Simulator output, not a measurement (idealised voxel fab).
The process module presented herein is designated voxel trench capacitor.
The width of the displayed cross-section, cut, is 280 nm; its cells are square, with a size of 5 nm.
Bands, listed from the top down, are how a cross-section gets written in this document; the cross-section itself is a grid of square cells, and a band is one or more rows of them. In this notation a band is specified by the heights of its top and bottom, in that order and in nm, after which its materials appear from left to right, each paired with its width in nm. The word "throughout" attached to a single material means that material fills the band from edge to edge; the word "blank" stands for empty space. Convention: height 0 is the level below which the wafer, as received, is all one material. The lowest band does not terminate at the bottom but continues downward, represented as "0 -> down". The two numbers in a width such as "30 to 40" mark its ends across the band: the first belongs to the top row of cells, the second to the bottom row, and from each row to the next the width moves by the same amount. "left unchanged" -> step changed no cross-section cell. In the "Closed internal voids" entry, you get each enclosed empty space of 8 cells or more, one with no open way to the top, written width x height at distance, distance from the left edge, in nm. The remark found on a step's line after its settings is issued by the simulator itself and pertains to that step. overlay nm: right-of-plan distance of the mask on a masked step; negative values mean left-of-plan.
[The process steps that were planned are listed below]
1 RECEIVE (material Si)
2 CONFORMAL_DEP (material SiN; thk nm 10)
3 MASKED_ETCH (tone open; mask id TRENCH; width nm 20; pitch nm 40; etch materials SiN; depth nm 10; overlay nm 0)
4 MASKED_ETCH (tone open; mask id TRENCH; width nm 20; pitch nm 40; etch materials Si; depth nm 40; overlay nm 0)
5 CONFORMAL_DEP (material SiO2; thk nm 5)
6 FILL_DEP (material polySi; thk nm 10)
7 CMP (height nm 10)
[First wafer of two (run as planned)]
[Cross-section of the wafer at receipt, which is the condition after step 1]
  0 -> down  Si throughout
  Closed internal voids: none
[Wafer section view after processing step 2]
  10 -> 0  SiN throughout
  Under the height 0 nothing was changed.
[Wafer section view after processing step 3]
  10 -> 0  SiN 90 nm / blank 20 nm / SiN 20 nm / blank 20 nm / SiN 20 nm / blank 20 nm / SiN 90 nm
  Under the height 0 nothing was changed.
[Wafer section view after processing step 4]
  10 -> 0  SiN 90 nm / blank 20 nm / SiN 20 nm / blank 20 nm / SiN 20 nm / blank 20 nm / SiN 90 nm
  0 -> -40  Si 90 nm / blank 20 nm / Si 20 nm / blank 20 nm / Si 20 nm / blank 20 nm / Si 90 nm
  Under the height -40 nothing was changed.
[Wafer section view after processing step 5]
  15 -> 10  SiO2 95 nm / blank 10 nm / SiO2 30 nm / blank 10 nm / SiO2 30 nm / blank 10 nm / SiO2 95 nm
  10 -> 0  SiN 90 nm / SiO2 5 nm / blank 10 nm / SiO2 5 nm / SiN 20 nm / SiO2 5 nm / blank 10 nm / SiO2 5 nm / SiN 20 nm / SiO2 5 nm / blank 10 nm / SiO2 5 nm / SiN 90 nm
  0 -> -35  Si 90 nm / SiO2 5 nm / blank 10 nm / SiO2 5 nm / Si 20 nm / SiO2 5 nm / blank 10 nm / SiO2 5 nm / Si 20 nm / SiO2 5 nm / blank 10 nm / SiO2 5 nm / Si 90 nm
  -35 -> -40  Si 90 nm / SiO2 20 nm / Si 20 nm / SiO2 20 nm / Si 20 nm / SiO2 20 nm / Si 90 nm
  Under the height -40 nothing was changed.
[Wafer section view after processing step 6]
  25 -> 15  polySi throughout
  15 -> 10  SiO2 95 nm / polySi 10 nm / SiO2 30 nm / polySi 10 nm / SiO2 30 nm / polySi 10 nm / SiO2 95 nm
  10 -> 0  SiN 90 nm / SiO2 5 nm / polySi 10 nm / SiO2 5 nm / SiN 20 nm / SiO2 5 nm / polySi 10 nm / SiO2 5 nm / SiN 20 nm / SiO2 5 nm / polySi 10 nm / SiO2 5 nm / SiN 90 nm
  0 -> -35  Si 90 nm / SiO2 5 nm / polySi 10 nm / SiO2 5 nm / Si 20 nm / SiO2 5 nm / polySi 10 nm / SiO2 5 nm / Si 20 nm / SiO2 5 nm / polySi 10 nm / SiO2 5 nm / Si 90 nm
  Under the height -35 nothing was changed.
[Wafer section view after processing step 7]
  10 -> 0  SiN 90 nm / SiO2 5 nm / polySi 10 nm / SiO2 5 nm / SiN 20 nm / SiO2 5 nm / polySi 10 nm / SiO2 5 nm / SiN 20 nm / SiO2 5 nm / polySi 10 nm / SiO2 5 nm / SiN 90 nm
  Under the height 0 nothing was changed.
[Second wafer - shared start and plan with the first - one error in running - same as the first up to step 1 inclusive]
[At the planned end of step 2, the second wafer in cross-section]
  10 -> 0  polySi throughout
  Under the height 0 nothing was changed.
At the planned end of step 3, the second wafer in cross-section: left unchanged
[At the planned end of step 4, the second wafer in cross-section]
  10 -> 0  polySi 90 nm / blank 20 nm / polySi 20 nm / blank 20 nm / polySi 20 nm / blank 20 nm / polySi 90 nm
  0 -> -30  Si 90 nm / blank 20 nm / Si 20 nm / blank 20 nm / Si 20 nm / blank 20 nm / Si 90 nm
  Under the height -30 nothing was changed.
[At the planned end of step 5, the second wafer in cross-section]
  15 -> 10  SiO2 95 nm / blank 10 nm / SiO2 30 nm / blank 10 nm / SiO2 30 nm / blank 10 nm / SiO2 95 nm
  10 -> 0  polySi 90 nm / SiO2 5 nm / blank 10 nm / SiO2 5 nm / polySi 20 nm / SiO2 5 nm / blank 10 nm / SiO2 5 nm / polySi 20 nm / SiO2 5 nm / blank 10 nm / SiO2 5 nm / polySi 90 nm
  0 -> -25  Si 90 nm / SiO2 5 nm / blank 10 nm / SiO2 5 nm / Si 20 nm / SiO2 5 nm / blank 10 nm / SiO2 5 nm / Si 20 nm / SiO2 5 nm / blank 10 nm / SiO2 5 nm / Si 90 nm
  -25 -> -30  Si 90 nm / SiO2 20 nm / Si 20 nm / SiO2 20 nm / Si 20 nm / SiO2 20 nm / Si 90 nm
  Under the height -30 nothing was changed.
[At the planned end of step 6, the second wafer in cross-section]
  25 -> 15  polySi throughout
  15 -> 10  SiO2 95 nm / polySi 10 nm / SiO2 30 nm / polySi 10 nm / SiO2 30 nm / polySi 10 nm / SiO2 95 nm
  10 -> 0  polySi 90 nm / SiO2 5 nm / polySi 10 nm / SiO2 5 nm / polySi 20 nm / SiO2 5 nm / polySi 10 nm / SiO2 5 nm / polySi 20 nm / SiO2 5 nm / polySi 10 nm / SiO2 5 nm / polySi 90 nm
  0 -> -25  Si 90 nm / SiO2 5 nm / polySi 10 nm / SiO2 5 nm / Si 20 nm / SiO2 5 nm / polySi 10 nm / SiO2 5 nm / Si 20 nm / SiO2 5 nm / polySi 10 nm / SiO2 5 nm / Si 90 nm
  Under the height -25 nothing was changed.
[At the planned end of step 7, the second wafer in cross-section]
  10 -> 0  polySi 90 nm / SiO2 5 nm / polySi 10 nm / SiO2 5 nm / polySi 20 nm / SiO2 5 nm / polySi 10 nm / SiO2 5 nm / polySi 20 nm / SiO2 5 nm / polySi 10 nm / SiO2 5 nm / polySi 90 nm
  Under the height 0 nothing was changed.
Deviation from plan: step 2 was processed under conditions differing from the plan, specifically as CONFORMAL_DEP (material polySi; thk nm 10)
The closing comparison, in cells, has the second wafer with more or fewer of some materials than the first: Si: 24 more | SiN: 88 fewer | SiO2: 12 fewer | polySi: 76 more
